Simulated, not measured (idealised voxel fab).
process module | voxel double patterning
cross-section cut | 230 nm wide | cells 5 nm
A cross-section is a grid of square cells, given in bands from the top down. A band is one or more rows of cells.
Each band's line starts with the height of the band's top and of its bottom, in nm. Then come its materials from left to right, each with its width in nm. One material with "throughout" fills the band from edge to edge. "air" is empty space.
Height 0 is the level under which the wafer as received is all one material. The lowest band goes on downwards, as in "0 down".
A width such as "30 to 40" changes by the same amount from each row of cells to the next, from the band's top row to its bottom row.
"no change" after a step means that no cell of the cross-section changed.
closed voids: empty space of 8 cells or more with no open way to the top, each as width x height at its distance from the left edge, in nm
after a step's settings: what the simulator itself notes on the step
overlay nm, on a step with a mask: how far to the right of its planned place the mask lay; to the left if negative
plan
1 op RECEIVE | material Si
2 op CONFORMAL_DEP | material SiO2 | thk nm 10
3 op DIRECTIONAL_DEP | material TiN | thk nm 15
4 op DIRECTIONAL_DEP | material SiCN | thk nm 5
5 op MASKED_ETCH | tone open | mask id FIRST | width nm 15 | pitch nm 50 | etch materials SiCN | depth nm 5 | overlay nm 0
6 op PATTERN | tone open | mask id SECOND | material resist | width nm 15 | pitch nm 50 | thk nm 15 | overlay nm 0
7 op DIRECTIONAL_ETCH | etch materials SiCN | depth nm 5
8 op STRIP | etch materials resist
9 op DIRECTIONAL_ETCH | etch materials TiN | depth nm 15
10 op STRIP | etch materials SiCN
first wafer, as planned
as received, after step 1
  0 down: Si throughout
  closed voids: none
after step 2
  10 to 0: SiO2 throughout
  below 0: unchanged
after step 3
  25 to 10: TiN throughout
  below 10: unchanged
after step 4
  30 to 25: SiCN throughout
  below 25: unchanged
after step 5
  30 to 25: SiCN 55 | air 15 | SiCN 35 | air 15 | SiCN 35 | air 15 | SiCN 60
  below 25: unchanged
after step 6
  45 to 30: resist 80 | air 15 | resist 35 | air 15 | resist 85
  30 to 25: SiCN 55 | resist 15 | SiCN 35 | resist 15 | SiCN 35 | resist 15 | SiCN 60
  below 25: unchanged
after step 7
  45 to 30: resist 80 | air 15 | resist 35 | air 15 | resist 85
  30 to 25: SiCN 55 | resist 15 | SiCN 10 | air 15 | SiCN 10 | resist 15 | SiCN 10 | air 15 | SiCN 10 | resist 15 | SiCN 60
  below 25: unchanged
after step 8
  30 to 25: SiCN 55 | air 15 | SiCN 10 | air 15 | SiCN 10 | air 15 | SiCN 10 | air 15 | SiCN 10 | air 15 | SiCN 60
  below 25: unchanged
after step 9
  30 to 25: SiCN 55 | air 15 | SiCN 10 | air 15 | SiCN 10 | air 15 | SiCN 10 | air 15 | SiCN 10 | air 15 | SiCN 60
  25 to 10: TiN 55 | air 15 | TiN 10 | air 15 | TiN 10 | air 15 | TiN 10 | air 15 | TiN 10 | air 15 | TiN 60
  below 10: unchanged
after step 10
  25 to 10: TiN 55 | air 15 | TiN 10 | air 15 | TiN 10 | air 15 | TiN 10 | air 15 | TiN 10 | air 15 | TiN 60
  below 10: unchanged
second wafer: like start, like plan, one mistake. Through step 3 it matches the first wafer
when step 4 should have ended
  30 to 25: SiO2 throughout
  below 25: unchanged
when step 5 should have ended: no change
when step 6 should have ended
  45 to 30: resist 80 | air 15 | resist 35 | air 15 | resist 85
  below 30: unchanged
when step 7 should have ended: no change
when step 8 should have ended
  30 to 25: SiO2 throughout
  below 25: unchanged
when step 9 should have ended: no change
when step 10 should have ended: no change
what went wrong: step 4 ran as: op DIRECTIONAL_DEP | material SiO2 | thk nm 5
at the end the second wafer has, in cells: 46 more of SiO2 | 45 more of TiN
